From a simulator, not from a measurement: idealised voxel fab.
Process module name: voxel capacitor over wiring
Cross-section cut: width 235 nm, square cells of 5 nm.
Notation: cross-section as square-cell grid; stated in bands, top first, going down; one or more cell rows per band. Heads up on the band format: heights come first, top then bottom, in nm. After that it's the materials left to right, each with its width in nm. A single material flagged "all across" fills the whole band edge to edge, and "air" means there's empty space there. It should be noted that heights are counted from 0, beneath which the wafer as supplied is of one material throughout, and that the lowest band possesses no lower boundary but continues downward, as written in "top 0, no bottom". Quick explanation for "30..40": the width changes in equal steps down the rows of cells, from the first number in the band's top row to the second number in its bottom row. Given "nothing changed" for a step, no cell of the cross-section differs between before and after that step. In the "Sealed void inventory" entry, you get each enclosed empty space of 8 cells or more, one with no open way to the top, written width x height at distance, distance from the left edge, in nm. Where a step's line continues beyond its settings, the continuation is a remark by the simulator itself on that step. overlay nm: mask offset rightward from planned place, masked step; negative means leftward offset.

THE FOLLOWING LIST GIVES THE PLANNED PROCESS STEPS
1. RECEIVE | material Si
2. CONFORMAL_DEP | material SiO2 | thk nm 10
3. CONFORMAL_DEP | material SiCN | thk nm 5
4. DIRECTIONAL_DEP | material SiO2 | thk nm 15
5. PATTERN | tone open | mask id METAL_1 | material resist | width nm 30 | pitch nm 100 | thk nm 20 | overlay nm 0
6. DIRECTIONAL_ETCH | etch materials SiO2 | depth nm 15
7. DIRECTIONAL_ETCH | etch materials SiCN | depth nm 5
8. STRIP | etch materials resist
9. CONFORMAL_DEP | material TiN | thk nm 5
10. FILL_DEP | material Cu | thk nm 5
11. CMP | height nm 30
12. CONFORMAL_DEP | material SiCN | thk nm 5
13. DIRECTIONAL_DEP | material lowk | thk nm 15
14. MASKED_ETCH | tone open | mask id PLUG_1 | width nm 15 | etch materials lowk | depth nm 15 | overlay nm 0
15. MASKED_ETCH | tone open | mask id PLUG_1 | width nm 15 | etch materials SiCN | depth nm 5 | overlay nm -15
16. EPI | material Ru | thk nm 10
17. EPI | material Ru | thk nm 10
18. DIRECTIONAL_DEP | material TiN | thk nm 5
19. DIRECTIONAL_DEP | material Al2O3 | thk nm 5
20. DIRECTIONAL_DEP | material TiN | thk nm 5
21. MASKED_ETCH | tone cover | mask id UPPER_PLATE | width nm 75 | etch materials TiN | depth nm 5 | overlay nm 0
22. MASKED_ETCH | tone cover | mask id UPPER_PLATE | width nm 75 | etch materials Al2O3 | depth nm 5 | overlay nm 0
23. PATTERN | tone cover | mask id LOWER_PLATE | material resist | width nm 85 | thk nm 15 | overlay nm 0
24. DIRECTIONAL_ETCH | etch materials TiN | depth nm 5
25. STRIP | etch materials resist
26. FILL_DEP | material SiO2 | thk nm 15
27. CMP | height nm 75
28. DIRECTIONAL_DEP | material aC | thk nm 10
29. PATTERN | tone open | mask id PLUG_2 | material resist | width nm 15 | thk nm 30 | overlay nm 0
30. DIRECTIONAL_ETCH | etch materials aC | depth nm 10
31. STRIP | etch materials resist
32. DIRECTIONAL_ETCH | etch materials SiO2 | depth nm 10
33. STRIP | etch materials aC
34. CONFORMAL_DEP | material TiN | thk nm 5
35. FILL_DEP | material Cu | thk nm 10
36. CMP | height nm 75
37. CONFORMAL_DEP | material SiCN | thk nm 5
Where the wafers of this document differ is in the overlay nm of step 15; they start out the same, and the plan states the value that applied to the first wafer.

CROSS-SECTION: THE FIRST OF SEVERAL WAFERS IN ITS AS-RECEIVED STATE, I.E. FOLLOWING STEP 1
- top 0, no bottom = Si all across
- Sealed void inventory: none

FIRST OF SEVERAL WAFERS: CROSS-SECTION AT THE END OF THE MODULE, AFTER STEP 37, ITS LAST STEP
- top 80, bottom 75 = SiCN all across
- top 75, bottom 70 = SiO2=75  TiN=5  Cu=5  TiN=5  SiO2=145
- top 70, bottom 60 = SiO2=75..80  TiN=15..60  SiO2=145..95
- top 60, bottom 55 = SiO2=80  Al2O3=60  SiO2=95
- top 55, bottom 50 = SiO2=60  TiN=5  SiO2=15  TiN=65  SiO2=90
- top 50, bottom 45 = lowk=65  TiN=15  lowk=155
- top 45, bottom 40 = lowk=65  Al2O3=15  lowk=155
- top 40, bottom 35 = lowk=65  TiN=15  lowk=155
- top 35, bottom 30 = SiCN all across
- top 30, bottom 15 = SiO2=50  TiN=5  Cu=20  TiN=5  SiO2=70  TiN=5  Cu=20  TiN=5  SiO2=55
- top 15, bottom 10 = SiCN=50  TiN=30  SiCN=70  TiN=30  SiCN=55
- top 10, bottom 0 = SiO2 all across
- top 0, no bottom = Si all across
- Sealed void inventory: none

CROSS-SECTION, LAST WAFER, MODULE COMPLETION
- top 80, bottom 75 = SiCN all across
- top 75, bottom 70 = SiO2=75  TiN=5  Cu=5  TiN=5  SiO2=145
- top 70, bottom 60 = SiO2=75..80  TiN=15..60  SiO2=145..95
- top 60, bottom 55 = SiO2=80  Al2O3=60  SiO2=95
- top 55, bottom 50 = SiO2=60  TiN=5  SiO2=15  TiN=65  SiO2=90
- top 50, bottom 45 = lowk=65  TiN=15  lowk=155
- top 45, bottom 40 = lowk=65  Al2O3=15  lowk=155
- top 40, bottom 35 = lowk=65  TiN=15  lowk=155
- top 35, bottom 30 = SiCN all across
- top 30, bottom 15 = SiO2=50  TiN=5  Cu=20  TiN=5  SiO2=70  TiN=5  Cu=20  TiN=5  SiO2=55
- top 15, bottom 10 = SiCN=50  TiN=30  SiCN=70  TiN=30  SiCN=55
- top 10, bottom 0 = SiO2 all across
- top 0, no bottom = Si all across
- Sealed void inventory: none

ROW PER WAFER, END-OF-MODULE: CELL GAIN (+)/LOSS (-) BY MATERIAL SINCE THE WAFER CAME IN, THEN CLOSED VOIDS
overlay nm -15; +15 Al2O3; +25 Cu; +129 SiCN; +390 SiO2; +61 TiN; +132 lowk; Sealed void inventory: none
overlay nm -10; +15 Al2O3; +25 Cu; +10 Ru; +128 SiCN; +381 SiO2; +61 TiN; +132 lowk; Sealed void inventory: none
overlay nm -5; +15 Al2O3; +25 Cu; +11 Ru; +127 SiCN; +381 SiO2; +61 TiN; +132 lowk; Sealed void inventory: none
overlay nm 0; +15 Al2O3; +25 Cu; +12 Ru; +126 SiCN; +381 SiO2; +61 TiN; +132 lowk; Sealed void inventory: none
overlay nm 5; +15 Al2O3; +25 Cu; +11 Ru; +127 SiCN; +381 SiO2; +61 TiN; +132 lowk; Sealed void inventory: none
overlay nm 10; +15 Al2O3; +25 Cu; +10 Ru; +128 SiCN; +381 SiO2; +61 TiN; +132 lowk; Sealed void inventory: none
overlay nm 15; +15 Al2O3; +25 Cu; +129 SiCN; +390 SiO2; +61 TiN; +132 lowk; Sealed void inventory: none
